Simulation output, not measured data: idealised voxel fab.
Module name: voxel wiring stack (process module)
Cross-sectional view cut (width: 270 nm; square cell size: 5 nm).
In this document a cross-section is written as a grid of square cells. It is given as a series of bands, listed from the top down, and a band is one or more rows of cells. First you get the band's top height and its bottom height, in nm, and then the materials it's made of, left to right, with each width in nm. If you see a single material with "everywhere", that one covers the band edge to edge. "air" is empty space. Height is counted from the level 0, under which the received wafer is composed throughout of one material. The lowest of the bands is not closed at the bottom but continues downward, in the notation "z 0 and below". It should be noted that a width expressed as "30->40" varies in equal increments from row to row of cells within the band, taking the value of the first number at the top row and that of the second number at the bottom row. The designation "no change", where it is given for a processing step, indicates that no cell of the cross-section was altered in the course of that step. Listed in "Internal closed voids": every empty space of 8 or more cells without an open way to the top. Form: width x height at distance, the distance being from the left edge, all in nm. Read whatever lies past the settings on a step's line as the simulator's own remark about the step. On any step carrying a mask, the "overlay nm" setting, if present on the step's line, tells how far right of its planned place the mask lay; negative values point to the left.

**Planned step list for the process**
1 op RECEIVE | material Si
2 op CONFORMAL_DEP | material SiO2 | thk nm 10
3 op CONFORMAL_DEP | material SiCN | thk nm 5
4 op DIRECTIONAL_DEP | material SiO2 | thk nm 20
5 op DIRECTIONAL_DEP | material aC | thk nm 10
6 op PATTERN | tone open | mask id METAL_1 | material resist | width nm 20 | pitch nm 45 | thk nm 30 | overlay nm 0
7 op DIRECTIONAL_ETCH | etch materials aC | depth nm 10
8 op STRIP | etch materials resist
9 op DIRECTIONAL_ETCH | etch materials SiO2 | depth nm 20
10 op DIRECTIONAL_ETCH | etch materials SiCN | depth nm 5
11 op STRIP | etch materials aC
12 op CONFORMAL_DEP | material TiN | thk nm 5
13 op FILL_DEP | material Cu | thk nm 10
14 op CMP | height nm 35
15 op EPI | material Ru | thk nm 5
16 op FILL_DEP | material SiCN | thk nm 5
17 op DIRECTIONAL_DEP | material SiO2 | thk nm 20
18 op PATTERN | tone open | mask id PLUG_1 | material resist | width nm 15 | thk nm 15 | overlay nm 0
19 op DIRECTIONAL_ETCH | etch materials SiO2 | depth nm 20
20 op DIRECTIONAL_ETCH | etch materials SiCN | depth nm 5
21 op STRIP | etch materials resist
22 op CONFORMAL_DEP | material TiN | thk nm 5
23 op FILL_DEP | material Ru | thk nm 5
24 op CMP | height nm 65
25 op DIRECTIONAL_DEP | material TiN | thk nm 5
26 op DIRECTIONAL_DEP | material Ru | thk nm 25
27 op MASKED_ETCH | tone cover | mask id METAL_2 | width nm 20 | pitch nm 45 | etch materials Ru | depth nm 25 | overlay nm 0
28 op MASKED_ETCH | tone cover | mask id METAL_2 | width nm 20 | pitch nm 45 | etch materials TiN | depth nm 5 | overlay nm 0
29 op CONFORMAL_DEP | material SiN | thk nm 5
30 op FILL_DEP | material lowk | thk nm 5
31 op CMP | height nm 95
32 op CONFORMAL_DEP | material SiCN | thk nm 5
33 op DIRECTIONAL_DEP | material SiO2 | thk nm 15
34 op PATTERN | tone open | mask id PLUG_2 | material resist | width nm 15 | pitch nm 45 | thk nm 15 | overlay nm 0
35 op DIRECTIONAL_ETCH | etch materials SiO2 | depth nm 15
36 op DIRECTIONAL_ETCH | etch materials SiCN | depth nm 5
37 op STRIP | etch materials resist
38 op CONFORMAL_DEP | material TiN | thk nm 5
39 op FILL_DEP | material Ru | thk nm 10
40 op CMP | height nm 115
41 op DIRECTIONAL_DEP | material TiN | thk nm 5
42 op DIRECTIONAL_DEP | material Ru | thk nm 15
43 op MASKED_ETCH | tone cover | mask id METAL_3 | width nm 20 | pitch nm 45 | etch materials Ru | depth nm 15 | overlay nm 0
44 op MASKED_ETCH | tone cover | mask id METAL_3 | width nm 20 | pitch nm 45 | etch materials TiN | depth nm 5 | overlay nm 0
45 op CONFORMAL_DEP | material SiCN | thk nm 5
46 op FILL_DEP | material SiO2 | thk nm 10
47 op CMP | height nm 135
48 op CONFORMAL_DEP | material SiCN | thk nm 5

**Cross-section: wafer on arrival = after step 1**
* z 0 and below | Si everywhere
* Internal closed voids: none

**First of two wafers at the end of the module, shown in cross-section; run carried out as planned**
* z 140 to 135 | SiCN everywhere
* z 135 to 120 | 95 nm SiO2; 5 nm SiCN; 20 nm Ru; 5 nm SiCN; 15 nm SiO2; 5 nm SiCN; 20 nm Ru; 5 nm SiCN; 100 nm SiO2
* z 120 to 115 | 100 nm SiCN; 20 nm TiN; 25 nm SiCN; 20 nm TiN; 105 nm SiCN
* z 115 to 100 | 100 nm SiO2; 5 nm TiN; 5 nm Ru; 5 nm TiN; 30 nm SiO2; 5 nm TiN; 5 nm Ru; 5 nm TiN; 110 nm SiO2
* z 100 to 95 | 100 nm SiCN; 15 nm TiN; 30 nm SiCN; 15 nm TiN; 110 nm SiCN
* z 95 to 70 | 95 nm lowk; 5 nm SiN; 20 nm Ru; 5 nm SiN; 15 nm lowk; 5 nm SiN; 20 nm Ru; 5 nm SiN; 100 nm lowk
* z 70 to 65 | 100 nm SiN; 20 nm TiN; 25 nm SiN; 20 nm TiN; 105 nm SiN
* z 65 to 45 | 100 nm SiO2; 5 nm TiN; 5 nm Ru; 5 nm TiN; 155 nm SiO2
* z 45 to 40 | 100 nm SiCN; 15 nm TiN; 155 nm SiCN
* z 40 to 35 | 95 nm SiCN; 30 nm Ru; 15 nm SiCN; 30 nm Ru; 100 nm SiCN
* z 35 to 15 | 100 nm SiO2; 5 nm TiN; 10 nm Cu; 5 nm TiN; 25 nm SiO2; 5 nm TiN; 10 nm Cu; 5 nm TiN; 105 nm SiO2
* z 15 to 10 | 100 nm SiCN; 20 nm TiN; 25 nm SiCN; 20 nm TiN; 105 nm SiCN
* z 10 to 0 | SiO2 everywhere
* z 0 and below | Si everywhere
* Internal closed voids: none

**Second of two wafers, module complete, sectioned: it shares the first wafer's start and plan but was run with one mistake**
* z 140 to 135 | SiCN everywhere
* z 135 to 120 | 95 nm SiO2; 5 nm SiCN; 20 nm Ru; 5 nm SiCN; 15 nm SiO2; 5 nm SiCN; 20 nm Ru; 5 nm SiCN; 100 nm SiO2
* z 120 to 115 | 100 nm SiCN; 20 nm TiN; 25 nm SiCN; 20 nm TiN; 105 nm SiCN
* z 115 to 100 | 100 nm SiO2; 5 nm TiN; 5 nm Ru; 5 nm TiN; 30 nm SiO2; 5 nm TiN; 5 nm Ru; 5 nm TiN; 110 nm SiO2
* z 100 to 95 | 100 nm SiCN; 15 nm TiN; 30 nm SiCN; 15 nm TiN; 110 nm SiCN
* z 95 to 70 | 95 nm lowk; 5 nm SiN; 20 nm Ru; 5 nm SiN; 15 nm lowk; 5 nm SiN; 20 nm Ru; 5 nm SiN; 100 nm lowk
* z 70 to 65 | 100 nm SiN; 20 nm TiN; 25 nm SiN; 20 nm TiN; 105 nm SiN
* z 65 to 45 | 100 nm SiO2; 5 nm TiN; 5 nm Ru; 5 nm TiN; 155 nm SiO2
* z 45 to 40 | 100 nm SiCN; 15 nm TiN; 155 nm SiCN
* z 40 to 35 | 95 nm SiCN; 30 nm Ru; 15 nm SiCN; 30 nm Ru; 100 nm SiCN
* z 35 to 30 | 100 nm SiCN; 20 nm TiN; 25 nm SiCN; 20 nm TiN; 105 nm SiCN
* z 30 to 0 | SiO2 everywhere
* z 0 and below | Si everywhere
* Internal closed voids: none
Against the plan, the run slipped here: swap of plan steps 3 and 4 during execution
Once processing is complete, comparing cell counts shows that the second wafer has more or fewer of certain materials than the first: -16 Cu | +32 SiO2 | -16 TiN
